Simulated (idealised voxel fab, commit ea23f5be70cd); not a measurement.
The name of this process module is voxel ribs on slabs.
It is cross-section cut that appears here, measuring 190 nm in width, its square cells being 5 nm in size.
This document writes a cross-section as a grid whose cells are square, and gives it as bands, listed from the top down; one or more rows of cells form a band.
In this notation a band is specified by the heights of its top and bottom, in that order and in nm, after which its materials appear from left to right, each paired with its width in nm. The word "edge to edge" attached to a single material means that material fills the band from edge to edge; the word "air" stands for empty space.
Heights are measured from 0, the level below which the as-received wafer is all one material; the lowest band has no bottom and continues downward, written as in "top 0, no bottom".
A width given as "30..40" starts at the first number in the band's top row and ends at the second number in its bottom row, shifting by an equal amount at every step from row to row.
No cell of the cross-section changed in a step that is given as "changes: none".
Under "Sealed-off cavities" you'll find the enclosed gaps, the ones with no way out to the top, that are 8 cells or bigger; each reads width x height at distance, with distance counted from the left edge, everything in nm.
Whatever follows a step's settings on its line is a remark the simulator itself makes about that step.
"overlay nm" answers the question of how far to the right of plan the mask lay on a step that has a mask, and when it is negative the answer is to the left.
## Steps in the process plan
1. RECEIVE with material Si
2. DIRECTIONAL_DEP with material SiO2, thk nm 20
3. DIRECTIONAL_DEP with material SiN, thk nm 25
4. DIRECTIONAL_DEP with material aC, thk nm 10
5. PATTERN with tone cover, mask id RIB, material resist, width nm 20, thk nm 30, overlay nm 0
6. DIRECTIONAL_ETCH with etch materials aC, depth nm 10
7. STRIP with etch materials resist
8. DIRECTIONAL_ETCH with etch materials SiN, depth nm 10
9. STRIP with etch materials aC
10. DIRECTIONAL_DEP with material aC, thk nm 15
11. PATTERN with tone cover, mask id SLAB, material resist, width nm 80, thk nm 35, overlay nm 0
12. DIRECTIONAL_ETCH with etch materials aC, depth nm 15
13. STRIP with etch materials resist
14. DIRECTIONAL_ETCH with etch materials SiN, depth nm 15
15. STRIP with etch materials aC
16. FILL_DEP with material SiO2, thk nm 20
17. CMP with height nm 55
18. DIRECTIONAL_DEP with material W, thk nm 5
19. MASKED_ETCH with tone cover, mask id HEATER, width nm 30, etch materials W, depth nm 5, overlay nm 0
20. CONFORMAL_DEP with material SiN, thk nm 5
## Cross-section, incoming material, after step 1
	top 0, no bottom: Si edge to edge
	Sealed-off cavities: none
## a wafer at the end: this start, this plan, one mistake
	top 65, bottom 60: 70 air  40 SiN  80 air
	top 60, bottom 55: 75 SiN  30 W  85 SiN
	top 55, bottom 45: SiO2 edge to edge
	top 45, bottom 35: 85 SiO2  20 SiN  85 SiO2
	top 35, bottom 20: 55 SiO2  80 SiN  55 SiO2
	top 20, bottom 0: SiO2 edge to edge
	top 0, no bottom: Si edge to edge
	Sealed-off cavities: none
Finding, execution versus plan: step 19 off recipe, ran as MASKED_ETCH with tone cover, mask id HEATER, width nm 30, etch materials W, depth nm 5, overlay nm -5
